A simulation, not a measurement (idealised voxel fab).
This is a process module. Its name is voxel released beams.
Square cell edge 5 nm, section width 265 nm, ID cut.
Cross-section = grid of square cells, listed top down in bands; band = one or more rows. Band entry format. Leading values: height of top, height of bottom, nm. Remainder: materials in left-to-right order, each with its width in nm. Special words: "all across" on a single material, which then fills the band edge to edge; "blank", empty space. Beneath 0, the wafer as received is one material, and that level is where height counting begins. The lowest band goes on downward without a bottom; it is written like "0 and below". A two-number width, for instance "30->40", indicates that the width is equal to the first number in the top row of the band and to the second number in the bottom row, and that it changes by a constant amount per row of cells. Take "same as before" at face value: in the step it is given for, the cross-section changed in none of its cells. Any empty space of 8 cells or more lacking an open way to the top shows up in "Voids, fully enclosed" as width x height at distance, distance from the left edge, in nm. If you see something after the settings on a step's line, that's the simulator's own remark about that step. overlay nm, on a step with a mask: how far to the right of its planned place the mask lay; to the left if negative.

-- Planned process steps
1,RECEIVE [material Si]
2,CONFORMAL_DEP [material SiN] [thk nm 10]
3,DIRECTIONAL_DEP [material SiO2] [thk nm 15]
4,DIRECTIONAL_DEP [material aC] [thk nm 15]
5,PATTERN [tone open] [mask id ANCHOR] [material resist] [width nm 25] [thk nm 35] [overlay nm 0]
6,DIRECTIONAL_ETCH [etch materials aC] [depth nm 15]
7,STRIP [etch materials resist]
8,DIRECTIONAL_ETCH [etch materials SiO2] [depth nm 15]
9,STRIP [etch materials aC]
10,CONFORMAL_DEP [material polySi] [thk nm 10]
11,PATTERN [tone cover] [mask id BEAM] [material resist] [width nm 70] [thk nm 20] [overlay nm 0]
12,DIRECTIONAL_ETCH [etch materials polySi] [depth nm 10]
13,STRIP [etch materials resist]
14,STRIP [etch materials SiO2]

-- So, the first of our two wafers, run just as we planned it

-- Wafer cross-section on receipt, i.e. after step 1
- 0 and below  Si all across
- Voids, fully enclosed: none

-- After step 2: wafer cross-section
- 10 down to 0  SiN all across
- Heights below 0 show no change.

-- After step 3: wafer cross-section
- 25 down to 10  SiO2 all across
- Heights below 10 show no change.

-- After step 4: wafer cross-section
- 40 down to 25  aC all across
- Heights below 25 show no change.

-- After step 5: wafer cross-section
- 75 down to 40  resist=100; blank=25; resist=140
- Heights below 40 show no change.

-- After step 6: wafer cross-section
- 60 down to 40  resist=100; blank=25; resist=140
- 40 down to 25  aC=100; blank=25; aC=140
- Heights below 25 show no change.

-- After step 7: wafer cross-section
- 40 down to 25  aC=100; blank=25; aC=140
- Heights below 25 show no change.

-- After step 8: wafer cross-section
- 40 down to 25  aC=100; blank=25; aC=140
- 25 down to 10  SiO2=100; blank=25; SiO2=140
- Heights below 10 show no change.

-- After step 9: wafer cross-section
- 25 down to 10  SiO2=100; blank=25; SiO2=140
- Heights below 10 show no change.

-- After step 10: wafer cross-section
- 35 down to 25  polySi=110; blank=5; polySi=150
- 25 down to 20  SiO2=100; polySi=10; blank=5; polySi=10; SiO2=140
- 20 down to 10  SiO2=100; polySi=25; SiO2=140
- Heights below 10 show no change.

-- After step 11: wafer cross-section
- 55 down to 35  blank=95; resist=70; blank=100
- 35 down to 25  polySi=110; resist=5; polySi=150
- 25 down to 20  SiO2=100; polySi=10; resist=5; polySi=10; SiO2=140
- Heights below 20 show no change.

-- After step 12: wafer cross-section
- 55 down to 35  blank=95; resist=70; blank=100
- 35 down to 25  blank=95; polySi=15; resist=5; polySi=50; blank=100
- Heights below 25 show no change.

-- After step 13: wafer cross-section
- 35 down to 25  blank=95; polySi=15; blank=5; polySi=50; blank=100
- 25 down to 20  SiO2=100; polySi=10; blank=5; polySi=10; SiO2=140
- Heights below 20 show no change.

-- After step 14: wafer cross-section
- 35 down to 25  blank=95; polySi=15; blank=5; polySi=50; blank=100
- 25 down to 20  blank=100; polySi=10; blank=5; polySi=10; blank=140
- 20 down to 10  blank=100; polySi=25; blank=140
- Heights below 10 show no change.

-- The second wafer began exactly as the first did and followed the same plan, but one mistake was made while running it; through step 4 inclusive, the two wafers are identical

-- Cross-section of the second wafer at the time step 5 of the plan should have ended
- 75 down to 40  resist=95; blank=25; resist=145
- Heights below 40 show no change.

-- Cross-section of the second wafer at the time step 6 of the plan should have ended
- 60 down to 40  resist=95; blank=25; resist=145
- 40 down to 25  aC=95; blank=25; aC=145
- Heights below 25 show no change.

-- Cross-section of the second wafer at the time step 7 of the plan should have ended
- 40 down to 25  aC=95; blank=25; aC=145
- Heights below 25 show no change.

-- Cross-section of the second wafer at the time step 8 of the plan should have ended
- 40 down to 25  aC=95; blank=25; aC=145
- 25 down to 10  SiO2=95; blank=25; SiO2=145
- Heights below 10 show no change.

-- Cross-section of the second wafer at the time step 9 of the plan should have ended
- 25 down to 10  SiO2=95; blank=25; SiO2=145
- Heights below 10 show no change.

-- Cross-section of the second wafer at the time step 10 of the plan should have ended
- 35 down to 25  polySi=105; blank=5; polySi=155
- 25 down to 20  SiO2=95; polySi=10; blank=5; polySi=10; SiO2=145
- 20 down to 10  SiO2=95; polySi=25; SiO2=145
- Heights below 10 show no change.

-- Cross-section of the second wafer at the time step 11 of the plan should have ended
- 55 down to 35  blank=95; resist=70; blank=100
- 35 down to 25  polySi=105; resist=5; polySi=155
- 25 down to 20  SiO2=95; polySi=10; resist=5; polySi=10; SiO2=145
- Heights below 20 show no change.

-- Cross-section of the second wafer at the time step 12 of the plan should have ended
- 55 down to 35  blank=95; resist=70; blank=100
- 35 down to 25  blank=95; polySi=10; resist=5; polySi=55; blank=100
- Heights below 25 show no change.

-- Cross-section of the second wafer at the time step 13 of the plan should have ended
- 35 down to 25  blank=95; polySi=10; blank=5; polySi=55; blank=100
- 25 down to 20  SiO2=95; polySi=10; blank=5; polySi=10; SiO2=145
- Heights below 20 show no change.

-- Cross-section of the second wafer at the time step 14 of the plan should have ended
- 35 down to 25  blank=95; polySi=10; blank=5; polySi=55; blank=100
- 25 down to 20  blank=95; polySi=10; blank=5; polySi=10; blank=145
- 20 down to 10  blank=95; polySi=25; blank=145
- Heights below 10 show no change.
Deviation noted in wafer processing: step 5 went in with a setting other than planned; the actual run was PATTERN [tone open] [mask id ANCHOR] [material resist] [width nm 25] [thk nm 35] [overlay nm -5]
The two final wafers agree on how many cells each material fills and disagree on which cells those are.
